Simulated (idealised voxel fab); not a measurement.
Process module in this document: voxel plated lines
Cross-section cut: width 215 nm, square cells of 5 nm.
This document writes a cross-section as a grid whose cells are square, and gives it as bands, listed from the top down; one or more rows of cells form a band.
The band entry comprises the height of the band's top followed by the height of its bottom, expressed in nm, and subsequently the band's materials from left to right, each stated together with its width in nm. Where a single material is marked with the word "everywhere", that material fills the band from edge to edge. The word "blank" represents empty space.
We count height from 0. Below that, the starting wafer is all one material. The lowest band never ends at the bottom but goes on down; see "0..down" for how that is written.
Graded width ("30 to 40"): value in top row of band = first number; value in bottom row = second number; row-to-row change constant.
Where the words "changes: none" appear for a step, the cross-section shows no cell changed by that step; every cell remained as before.
Closed-off voids of 8+ cells (no open route to the top) go in "Closed cavities", written width x height at distance from the left edge, in nm.
It should be noted that, on the line of a given step, the content following the step's settings is a remark produced by the simulator itself with respect to that step.
"overlay nm", when on a step's line for a step with a mask, measures how far to the right of its planned place the mask lay; a negative measure means to the left.

LISTED BELOW ARE THE PROCESS STEPS AS PLANNED
- 1: RECEIVE (material Si)
- 2: CONFORMAL_DEP (material Al2O3; thk nm 5)
- 3: DIRECTIONAL_DEP (material TiN; thk nm 5)
- 4: PATTERN (tone open; mask id LINES; material resist; width nm 25; pitch nm 50; thk nm 30; overlay nm 0)
- 5: EPI (material Ru; thk nm 5)
- 6: EPI (material Ru; thk nm 5)
- 7: STRIP (etch materials resist)
- 8: DIRECTIONAL_ETCH (etch materials TiN; depth nm 5)
- 9: CONFORMAL_DEP (material SiO2; thk nm 10)

THE CROSS-SECTION HERE SHOWS THE WAFER AS RECEIVED, I.E. IN ITS STATE AFTER STEP 1
    0..down | Si everywhere
    Closed cavities: none

SECTIONED VIEW, FIRST OF TWO WAFERS, AT THE CLOSE OF THE MODULE, PROCESSED AS INTENDED IN THE PLAN
    30..20 | blank 60, then SiO2 45, then blank 5, then SiO2 45, then blank 60
    20..15 | blank 60, then SiO2 10, then Ru 25, then SiO2 10, then blank 5, then SiO2 10, then Ru 25, then SiO2 10, then blank 60
    15..10 | SiO2 70, then Ru 25, then SiO2 25, then Ru 25, then SiO2 70
    10..5 | SiO2 70, then TiN 25, then SiO2 25, then TiN 25, then SiO2 70
    5..0 | Al2O3 everywhere
    0..down | Si everywhere
    Closed cavities: none

NOW THE SECOND WAFER, CROSS-SECTIONED AT THE END OF THE MODULE. NOTHING DIFFERENT AT THE START, NOTHING DIFFERENT IN THE PLAN COMPARED WITH THE FIRST, JUST ONE MISTAKE WHEN IT WAS ACTUALLY RUN
    30..20 | blank 60, then TiN 45, then blank 5, then TiN 45, then blank 60
    20..15 | blank 60, then TiN 10, then Ru 25, then TiN 10, then blank 5, then TiN 10, then Ru 25, then TiN 10, then blank 60
    15..10 | TiN 70, then Ru 25, then TiN 25, then Ru 25, then TiN 70
    10..5 | TiN everywhere
    5..0 | Al2O3 everywhere
    0..down | Si everywhere
    Closed cavities: none
Diagnosis: step 9 ran differently from the plan; actual operation with settings: CONFORMAL_DEP (material TiN; thk nm 10)
FYI, end of process, the second wafer has more or fewer cells of some materials than the first: 110 fewer of SiO2 | 110 more of TiN
